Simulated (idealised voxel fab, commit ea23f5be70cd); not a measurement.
Process module under the name voxel transistor to metal
It is cross-section cut that appears here, measuring 155 nm in width, its square cells being 5 nm in size.
Reading order for cross-sections: top band down to bottom band. Underlying form: a grid of square cells. Band size: one or more rows of cells.
Heads up on the band format: heights come first, top then bottom, in nm. After that it's the materials left to right, each with its width in nm. A single material flagged "throughout" fills the whole band edge to edge, and "empty" means there's empty space there.
We count height from 0. Below that, the starting wafer is all one material. The lowest band never ends at the bottom but goes on down; see "from 0 down" for how that is written.
Graded width ("30->40"): value in top row of band = first number; value in bottom row = second number; row-to-row change constant.
When a step is marked "nothing altered", none of the cells in the cross-section changed during that step.
Empty spaces without an open route to the top, at least 8 cells in extent, make up the entry "Closed void list"; each is given as width x height at distance, where the distance is measured from the left edge, and all are in nm.
Note: text after step settings on the step line = simulator remark on that step.
overlay nm: step with mask; distance mask lay right of planned place; negative value = left of planned place.
BELOW IS THE LIST OF PLANNED PROCESS STEPS
- 1: RECEIVE, material Si
- 2: CONFORMAL_DEP, material SiO2, thk nm 5
- 3: CONFORMAL_DEP, material SiN, thk nm 15
- 4: MASKED_ETCH, tone cover, mask id ACTIVE, width nm 120, etch materials SiN, depth nm 15, overlay nm 0
- 5: MASKED_ETCH, tone cover, mask id ACTIVE, width nm 120, etch materials SiO2, depth nm 5, overlay nm 0
- 6: MASKED_ETCH, tone cover, mask id ACTIVE, width nm 120, etch materials Si, depth nm 20, overlay nm 0
- 7: FILL_DEP, material SiO2, thk nm 5
- 8: CMP, height nm 20
- 9: SELECTIVE_ETCH, etch materials SiO2, depth nm 10
- 10: STRIP, etch materials SiN
- 11: SELECTIVE_ETCH, etch materials SiO2, depth nm 5
- 12: OXIDIZE, depth nm 5
- 13: DIRECTIONAL_DEP, material polySi, thk nm 20
- 14: DIRECTIONAL_DEP, material SiCN, thk nm 15
- 15: PATTERN, tone cover, mask id GATE, material resist, width nm 30, thk nm 15, overlay nm 0
- 16: DIRECTIONAL_ETCH, etch materials SiCN, depth nm 25
- 17: DIRECTIONAL_ETCH, etch materials polySi, depth nm 30
- 18: STRIP, etch materials resist
- 19: CONFORMAL_DEP, material SiN, thk nm 5
- 20: DIRECTIONAL_ETCH, etch materials SiN, depth nm 5
- 21: DIRECTIONAL_ETCH, etch materials SiO2, depth nm 5
- 22: DIRECTIONAL_ETCH, etch materials Si, depth nm 15
- 23: EPI, material SiGe, thk nm 15
- 24: FILL_DEP, material SiO2, thk nm 10
- 25: CMP, height nm 20
- 26: STRIP, etch materials polySi
- 27: SELECTIVE_ETCH, etch materials SiO2, depth nm 5
- 28: CONFORMAL_DEP, material HfO2, thk nm 5
- 29: CONFORMAL_DEP, material TiN, thk nm 5
- 30: FILL_DEP, material W, thk nm 10
- 31: CMP, height nm 15
- 32: DIRECTIONAL_DEP, material SiO2, thk nm 15
- 33: PATTERN, tone open, mask id CONTACT, material resist, width nm 20, pitch nm 80, thk nm 20, overlay nm 0
- 34: DIRECTIONAL_ETCH, etch materials SiO2, depth nm 35
- 35: STRIP, etch materials resist
- 36: CONFORMAL_DEP, material TiN, thk nm 5
- 37: FILL_DEP, material W, thk nm 5
- 38: CMP, height nm 30
- 39: DIRECTIONAL_DEP, material TiN, thk nm 5
- 40: DIRECTIONAL_DEP, material Ru, thk nm 25
- 41: MASKED_ETCH, tone cover, mask id METAL_1, width nm 20, pitch nm 80, etch materials Ru, depth nm 25, overlay nm 0
- 42: MASKED_ETCH, tone cover, mask id METAL_1, width nm 20, pitch nm 80, etch materials TiN, depth nm 5, overlay nm 0
- 43: FILL_DEP, material lowk, thk nm 10
- 44: CMP, height nm 60
- 45: CONFORMAL_DEP, material SiCN, thk nm 5
- 46: DIRECTIONAL_DEP, material SiO2, thk nm 35
- 47: MASKED_ETCH, tone open, mask id METAL_2, width nm 20, pitch nm 80, etch materials SiO2, depth nm 20, overlay nm 0
- 48: DIRECTIONAL_DEP, material aC, thk nm 10
- 49: PATTERN, tone open, mask id METAL_2_HOLES, material resist, width nm 15, pitch nm 80, thk nm 30, overlay nm 0
- 50: DIRECTIONAL_ETCH, etch materials aC, depth nm 10
- 51: STRIP, etch materials resist
- 52: DIRECTIONAL_ETCH, etch materials SiO2, depth nm 15
- 53: DIRECTIONAL_ETCH, etch materials SiCN, depth nm 5
- 54: STRIP, etch materials aC
- 55: CONFORMAL_DEP, material TiN, thk nm 5
- 56: FILL_DEP, material Cu, thk nm 10
- 57: CMP, height nm 100
- 58: CONFORMAL_DEP, material SiCN, thk nm 5
WAFER AT RECEIPT (POST STEP 1), CROSS-SECTION
> from 0 down = Si throughout
> Closed void list: none
END-OF-MODULE CROSS-SECTION OF THE FIRST OF TWO WAFERS, PROCESSED AS PLANNED
> from 105 to 100 = SiCN throughout
> from 100 to 85 = SiO2 25, then TiN 5, then Cu 10, then TiN 5, then SiO2 60, then TiN 5, then Cu 10, then TiN 5, then SiO2 30
> from 85 to 80 = SiO2 25, then TiN 5, then Cu 5, then TiN 10, then SiO2 60, then TiN 5, then Cu 5, then TiN 10, then SiO2 30
> from 80 to 65 = SiO2 25, then TiN 5, then Cu 5, then TiN 5, then SiO2 65, then TiN 5, then Cu 5, then TiN 5, then SiO2 35
> from 65 to 60 = SiCN 25, then TiN 15, then SiCN 65, then TiN 15, then SiCN 35
> from 60 to 35 = lowk 25, then Ru 20, then lowk 60, then Ru 20, then lowk 30
> from 35 to 30 = lowk 25, then TiN 20, then lowk 60, then TiN 20, then lowk 30
> from 30 to 15 = SiO2 25, then TiN 5, then W 10, then TiN 5, then SiO2 60, then TiN 5, then W 10, then TiN 5, then SiO2 30
> from 15 to 10 = SiO2 25, then TiN 5, then W 5, then TiN 10, then SiO2 10, then SiN 5, then HfO2 5, then TiN 5, then W 10, then TiN 5, then HfO2 5, then SiN 5, then SiO2 10, then TiN 10, then W 5, then TiN 5, then SiO2 30
> from 10 to 5 = SiO2 25, then TiN 5, then W 5, then TiN 5, then SiGe 15, then SiN 5, then HfO2 5, then TiN 5, then W 10, then TiN 5, then HfO2 5, then SiN 5, then SiGe 15, then TiN 5, then W 5, then TiN 5, then SiO2 30
> from 5 to 0 = SiO2 10, then SiN 5, then SiO2 10, then TiN 5, then W 5, then TiN 5, then SiGe 15, then SiN 5, then HfO2 5, then TiN 20, then HfO2 5, then SiN 5, then SiGe 15, then TiN 5, then W 5, then TiN 5, then SiO2 10, then SiN 5, then SiO2 15
> from 0 to -5 = SiO2 25, then TiN 15, then SiGe 15, then HfO2 40, then SiGe 15, then TiN 15, then SiO2 30
> from -5 to -20 = SiO2 15, then SiGe 40, then Si 40, then SiGe 40, then SiO2 20
> from -20 down = Si throughout
> Closed void list: none
SECOND WAFER CROSS-SECTION AT END OF MODULE - SHARED START AND PLAN WITH THE FIRST, ONE MISTAKE IN THE RUN
> from 105 to 100 = SiCN throughout
> from 100 to 85 = SiO2 25, then TiN 5, then Cu 10, then TiN 5, then SiO2 60, then TiN 5, then Cu 10, then TiN 5, then SiO2 30
> from 85 to 80 = SiO2 25, then TiN 5, then Cu 5, then TiN 10, then SiO2 60, then TiN 5, then Cu 5, then TiN 10, then SiO2 30
> from 80 to 65 = SiO2 25, then TiN 5, then Cu 5, then TiN 5, then SiO2 65, then TiN 5, then Cu 5, then TiN 5, then SiO2 35
> from 65 to 60 = SiCN 25, then TiN 15, then SiCN 65, then TiN 15, then SiCN 35
> from 60 to 35 = lowk 25, then Ru 20, then lowk 60, then Ru 20, then lowk 30
> from 35 to 30 = lowk 25, then TiN 20, then lowk 60, then TiN 20, then lowk 30
> from 30 to 15 = SiO2 25, then TiN 5, then W 10, then TiN 5, then SiO2 60, then TiN 5, then W 10, then TiN 5, then SiO2 30
> from 15 to 10 = SiO2 25, then TiN 5, then W 5, then TiN 10, then SiO2 10, then SiN 5, then HfO2 5, then TiN 5, then W 10, then TiN 5, then HfO2 5, then SiN 5, then SiO2 10, then TiN 10, then W 5, then TiN 5, then SiO2 30
> from 10 to 5 = SiO2 25, then TiN 5, then W 5, then TiN 5, then SiGe 15, then SiN 5, then HfO2 5, then TiN 5, then W 10, then TiN 5, then HfO2 5, then SiN 5, then SiGe 15, then TiN 5, then W 5, then TiN 5, then SiO2 30
> from 5 to 0 = SiO2 10, then SiN 5, then SiO2 10, then TiN 5, then W 5, then TiN 5, then SiGe 15, then SiN 5, then HfO2 5, then TiN 20, then HfO2 5, then SiN 5, then SiGe 15, then TiN 5, then W 5, then TiN 5, then SiO2 10, then SiN 5, then SiO2 15
> from 0 to -5 = SiO2 25, then TiN 15, then SiGe 15, then HfO2 40, then SiGe 15, then TiN 15, then SiO2 30
> from -5 to -20 = SiO2 15, then SiGe 15, then SiO2 10, then SiGe 15, then Si 40, then SiGe 15, then SiO2 10, then SiGe 15, then SiO2 20
> from -20 to -35 = Si 15, then SiGe 40, then Si 40, then SiGe 40, then Si 20
> from -35 down = Si throughout
> Closed void list: none
Error vs. plan: twice, step 22 of the plan was run
Wafer comparison, final, in cells, second relative to first, materials more or fewer: -48 Si; +36 SiGe; +12 SiO2
